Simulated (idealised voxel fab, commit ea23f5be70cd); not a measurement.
Presented below is a process module, voxel air gaps.
Cross-sectional view cut (width: 300 nm; square cell size: 5 nm).
If you're reading a cross-section in this doc, picture square cells in a grid; it comes to you as bands, top ones listed first down to the bottom, and a band can be one or more rows of cells.
It is stipulated that each band's entry specify, in nanometres, the height of the top of the band and then that of its bottom, followed by the materials of the band in left-to-right sequence, each together with its width in nanometres. A single material marked by the word "throughout" is understood to fill the band from edge to edge; the word "empty" is understood to denote empty space.
A quick word on heights: they are counted from 0, and under that level the wafer as it came to us is one material throughout. The lowest band is different from the rest in having no bottom; it simply continues downward, written as in "z 0 and below".
Graded width ("30 to 40"): value in top row of band = first number; value in bottom row = second number; row-to-row change constant.
Take "no modifications" at face value: in the step it is given for, the cross-section changed in none of its cells.
The list in "Closed void roster" covers empty spaces of 8 cells or more that cannot reach the top through any open way, and it gives each as width x height at distance; the distance is from the left edge, and width, height and distance are in nm.
It should be noted that, on the line of a given step, the content following the step's settings is a remark produced by the simulator itself with respect to that step.
"overlay nm" on a masked step: distance the mask lay right of its planned place, negative for left.
Process steps (planned)
step 1: RECEIVE | material Si
step 2: CONFORMAL_DEP | material SiO2 | thk nm 15
step 3: CONFORMAL_DEP | material SiN | thk nm 5
step 4: DIRECTIONAL_DEP | material lowk | thk nm 35
step 5: PATTERN | tone open | mask id LINES | material resist | width nm 15 | pitch nm 40 | thk nm 15 | overlay nm 0
step 6: DIRECTIONAL_ETCH | etch materials lowk | depth nm 35
step 7: STRIP | etch materials resist
step 8: CONFORMAL_DEP | material TiN | thk nm 5
step 9: FILL_DEP | material Ru | thk nm 5
step 10: CMP | height nm 55
step 11: EPI | material Ru | thk nm 10
step 12: SELECTIVE_ETCH | etch materials lowk | depth nm 45
step 13: CONFORMAL_DEP | material SiCN | thk nm 5
Below: the first of two wafers, run as planned
Cross-section, incoming material, after step 1
- z 0 and below: Si throughout
- Closed void roster: none
After step 2: wafer cross-section
- z 15 to 0: SiO2 throughout
- All layers under 0 are left as they were.
After step 3: wafer cross-section
- z 20 to 15: SiN throughout
- All layers under 15 are left as they were.
After step 4: wafer cross-section
- z 55 to 20: lowk throughout
- All layers under 20 are left as they were.
After step 5: wafer cross-section
- z 70 to 55: resist (80) | empty (15) | resist (25) | empty (15) | resist (25) | empty (15) | resist (25) | empty (15) | resist (85)
- All layers under 55 are left as they were.
After step 6: wafer cross-section
- z 70 to 55: resist (80) | empty (15) | resist (25) | empty (15) | resist (25) | empty (15) | resist (25) | empty (15) | resist (85)
- z 55 to 20: lowk (80) | empty (15) | lowk (25) | empty (15) | lowk (25) | empty (15) | lowk (25) | empty (15) | lowk (85)
- All layers under 20 are left as they were.
After step 7: wafer cross-section
- z 55 to 20: lowk (80) | empty (15) | lowk (25) | empty (15) | lowk (25) | empty (15) | lowk (25) | empty (15) | lowk (85)
- All layers under 20 are left as they were.
After step 8: wafer cross-section
- z 60 to 55: TiN (85) | empty (5) | TiN (35) | empty (5) | TiN (35) | empty (5) | TiN (35) | empty (5) | TiN (90)
- z 55 to 25: lowk (80) | TiN (5) | empty (5) | TiN (5) | lowk (25) | TiN (5) | empty (5) | TiN (5) | lowk (25) | TiN (5) | empty (5) | TiN (5) | lowk (25) | TiN (5) | empty (5) | TiN (5) | lowk (85)
- z 25 to 20: lowk (80) | TiN (15) | lowk (25) | TiN (15) | lowk (25) | TiN (15) | lowk (25) | TiN (15) | lowk (85)
- All layers under 20 are left as they were.
After step 9: wafer cross-section
- z 65 to 60: Ru throughout
- z 60 to 55: TiN (85) | Ru (5) | TiN (35) | Ru (5) | TiN (35) | Ru (5) | TiN (35) | Ru (5) | TiN (90)
- z 55 to 25: lowk (80) | TiN (5) | Ru (5) | TiN (5) | lowk (25) | TiN (5) | Ru (5) | TiN (5) | lowk (25) | TiN (5) | Ru (5) | TiN (5) | lowk (25) | TiN (5) | Ru (5) | TiN (5) | lowk (85)
- All layers under 25 are left as they were.
After step 10: wafer cross-section
- z 55 to 25: lowk (80) | TiN (5) | Ru (5) | TiN (5) | lowk (25) | TiN (5) | Ru (5) | TiN (5) | lowk (25) | TiN (5) | Ru (5) | TiN (5) | lowk (25) | TiN (5) | Ru (5) | TiN (5) | lowk (85)
- All layers under 25 are left as they were.
After step 11: wafer cross-section
- z 65 to 55: empty (70) | Ru (35) | empty (5) | Ru (35) | empty (5) | Ru (35) | empty (5) | Ru (35) | empty (75)
- All layers under 55 are left as they were.
After step 12: wafer cross-section
- z 65 to 55: empty (70) | Ru (35) | empty (5) | Ru (35) | empty (5) | Ru (35) | empty (5) | Ru (35) | empty (75)
- z 55 to 25: empty (80) | TiN (5) | Ru (5) | TiN (5) | empty (25) | TiN (5) | Ru (5) | TiN (5) | empty (25) | TiN (5) | Ru (5) | TiN (5) | empty (25) | TiN (5) | Ru (5) | TiN (5) | empty (85)
- z 25 to 20: empty (80) | TiN (15) | empty (25) | TiN (15) | empty (25) | TiN (15) | empty (25) | TiN (15) | empty (85)
- All layers under 20 are left as they were.
After step 13: wafer cross-section
- z 70 to 65: empty (65) | SiCN (165) | empty (70)
- z 65 to 55: empty (65) | SiCN (5) | Ru (35) | SiCN (5) | Ru (35) | SiCN (5) | Ru (35) | SiCN (5) | Ru (35) | SiCN (5) | empty (70)
- z 55 to 50: empty (65) | SiCN (15) | TiN (5) | Ru (5) | TiN (5) | SiCN (25) | TiN (5) | Ru (5) | TiN (5) | SiCN (25) | TiN (5) | Ru (5) | TiN (5) | SiCN (25) | TiN (5) | Ru (5) | TiN (5) | SiCN (15) | empty (70)
- z 50 to 25: empty (75) | SiCN (5) | TiN (5) | Ru (5) | TiN (5) | SiCN (5) | empty (15) | SiCN (5) | TiN (5) | Ru (5) | TiN (5) | SiCN (5) | empty (15) | SiCN (5) | TiN (5) | Ru (5) | TiN (5) | SiCN (5) | empty (15) | SiCN (5) | TiN (5) | Ru (5) | TiN (5) | SiCN (5) | empty (80)
- z 25 to 20: SiCN (80) | TiN (15) | SiCN (25) | TiN (15) | SiCN (25) | TiN (15) | SiCN (25) | TiN (15) | SiCN (85)
- All layers under 20 are left as they were.
- Closed void roster: 15 x 25 at 100; 15 x 25 at 140; 15 x 25 at 180
The second wafer was prepared from the same starting point and under the same plan as the first; its processing contained one mistake, and it remains indistinguishable from the first wafer up to and including step 10
Cross-sectional representation of the second wafer at the time designated in the plan for the completion of step 11
- z 75 to 55: empty (60) | Ru (175) | empty (65)
- All layers under 55 are left as they were.
Cross-sectional representation of the second wafer at the time designated in the plan for the completion of step 12
- z 75 to 55: empty (60) | Ru (175) | empty (65)
- z 55 to 25: empty (80) | TiN (5) | Ru (5) | TiN (5) | lowk (25) | TiN (5) | Ru (5) | TiN (5) | lowk (25) | TiN (5) | Ru (5) | TiN (5) | lowk (25) | TiN (5) | Ru (5) | TiN (5) | empty (85)
- z 25 to 20: empty (80) | TiN (15) | lowk (25) | TiN (15) | lowk (25) | TiN (15) | lowk (25) | TiN (15) | empty (85)
- All layers under 20 are left as they were.
Cross-sectional representation of the second wafer at the time designated in the plan for the completion of step 13
- z 80 to 75: empty (55) | SiCN (185) | empty (60)
- z 75 to 55: empty (55) | SiCN (5) | Ru (175) | SiCN (5) | empty (60)
- z 55 to 50: empty (55) | SiCN (25) | TiN (5) | Ru (5) | TiN (5) | lowk (25) | TiN (5) | Ru (5) | TiN (5) | lowk (25) | TiN (5) | Ru (5) | TiN (5) | lowk (25) | TiN (5) | Ru (5) | TiN (5) | SiCN (25) | empty (60)
- z 50 to 25: empty (75) | SiCN (5) | TiN (5) | Ru (5) | TiN (5) | lowk (25) | TiN (5) | Ru (5) | TiN (5) | lowk (25) | TiN (5) | Ru (5) | TiN (5) | lowk (25) | TiN (5) | Ru (5) | TiN (5) | SiCN (5) | empty (80)
- z 25 to 20: SiCN (80) | TiN (15) | lowk (25) | TiN (15) | lowk (25) | TiN (15) | lowk (25) | TiN (15) | SiCN (85)
- All layers under 20 are left as they were.
What broke from the plan during processing? step 11 of the plan was carried out twice
Final difference in cells, second wafer against first, listed per material as more or fewer: Ru: 84 more | SiCN: 54 fewer | lowk: 105 more
Upon completion, the first wafer exhibits 3 closed voids and the second wafer exhibits 0.
